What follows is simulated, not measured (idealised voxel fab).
You're looking at the process module voxel self aligned vias.
Pictured: cross-section cut, 215 nm wide, on a grid of 5 nm square cells.
The cross-sections in this document take the form of a grid made of square cells. They are written out as bands, in order from top to bottom. Each band consists of one or more rows of cells. Top height, bottom height, nm. Materials left to right, width each, nm. Single material + "full width" = fills band edge to edge. "air" = empty. For the purposes of this specification, 0 denotes the height below which the wafer in its as-received condition is composed wholly of one material, and the lowermost band, lacking a lower limit, extends downward without end, as expressed in "0 down". The width entry "30->40" should be interpreted row by row: the top row of cells in the band takes the first number, the bottom row takes the second number, and the change between adjacent rows is uniform throughout. "nothing got changed" (step): cross-section cells unchanged, all of them. In "Voids, fully enclosed" the enclosed voids are listed, meaning empty spaces of 8 cells or larger without any opening to the top. The form is width x height at distance, distance from the left edge, units nm. What comes after the settings on a step's line is commentary from the simulator itself on that step. You can add "overlay nm" to a step's line. For a step with a mask, it describes how far the mask lay to the right of its planned position, and a negative number describes a lay to the left.

THE PLANNED PROCESS STEPS ARE ENUMERATED HEREUNDER
1. RECEIVE with material Si
2. CONFORMAL_DEP with material SiO2, thk nm 10
3. CONFORMAL_DEP with material SiCN, thk nm 5
4. DIRECTIONAL_DEP with material lowk, thk nm 25
5. PATTERN with tone open, mask id LINES, material resist, width nm 25, pitch nm 55, thk nm 20, overlay nm 0
6. DIRECTIONAL_ETCH with etch materials lowk, depth nm 25
7. STRIP with etch materials resist
8. CONFORMAL_DEP with material TiN, thk nm 5
9. FILL_DEP with material W, thk nm 10
10. CMP with height nm 40
11. SELECTIVE_ETCH with etch materials W Ru TiN, depth nm 5
12. FILL_DEP with material SiN, thk nm 5
13. CMP with height nm 40
14. DIRECTIONAL_DEP with material lowk, thk nm 20
15. MASKED_ETCH with tone open, mask id VIAS, width nm 35, pitch nm 110, etch materials lowk, depth nm 20, overlay nm 0
16. MASKED_ETCH with tone open, mask id VIAS, width nm 35, pitch nm 110, etch materials SiN, depth nm 5, overlay nm 0
17. CONFORMAL_DEP with material TiN, thk nm 5
18. FILL_DEP with material W, thk nm 10
19. CMP with height nm 60
20. CONFORMAL_DEP with material SiN, thk nm 5

SO THIS IS THE INCOMING WAFER IN CROSS-SECTION - IT'S ALREADY BEEN THROUGH STEP 1
    0 down: Si full width
    Voids, fully enclosed: none

FIRST WAFER AT THE END, AS PLANNED
    65 to 60: SiN full width
    60 to 45: lowk 35  TiN 5  W 25  TiN 5  lowk 75  TiN 5  W 25  TiN 5  lowk 35
    45 to 40: lowk 35  TiN 10  W 15  TiN 10  lowk 75  TiN 10  W 15  TiN 10  lowk 35
    40 to 35: lowk 40  TiN 25  lowk 30  SiN 25  lowk 30  TiN 25  lowk 40
    35 to 20: lowk 40  TiN 5  W 15  TiN 5  lowk 30  TiN 5  W 15  TiN 5  lowk 30  TiN 5  W 15  TiN 5  lowk 40
    20 to 15: lowk 40  TiN 25  lowk 30  TiN 25  lowk 30  TiN 25  lowk 40
    15 to 10: SiCN full width
    10 to 0: SiO2 full width
    0 down: Si full width
    Voids, fully enclosed: none

SECOND OF TWO WAFERS, MODULE COMPLETE, SECTIONED: IT SHARES THE FIRST WAFER'S START AND PLAN BUT WAS RUN WITH ONE MISTAKE
    65 to 60: SiN full width
    60 to 45: lowk 35  TiN 5  W 25  TiN 5  lowk 75  TiN 5  W 25  TiN 5  lowk 35
    45 to 40: lowk 35  TiN 35  lowk 75  TiN 35  lowk 35
    40 to 35: SiN 35  TiN 5  lowk 25  TiN 5  SiN 25  lowk 25  SiN 25  TiN 5  lowk 25  TiN 5  SiN 35
    35 to 20: W 35  TiN 5  lowk 25  TiN 5  W 20  TiN 5  lowk 25  TiN 5  W 20  TiN 5  lowk 25  TiN 5  W 35
    20 to 15: TiN 40  lowk 25  TiN 30  lowk 25  TiN 30  lowk 25  TiN 40
    15 to 10: SiCN full width
    10 to 0: SiO2 full width
    0 down: Si full width
    Voids, fully enclosed: none
Here's what went sideways: heads up, step 5 didn't go per plan, it actually ran as PATTERN with tone cover, mask id LINES, material resist, width nm 25, pitch nm 55, thk nm 20, overlay nm 0
Heads up, by the end the second wafer has more or fewer cells of some materials compared to the first: +19 SiN, +13 TiN, +33 W, -65 lowk
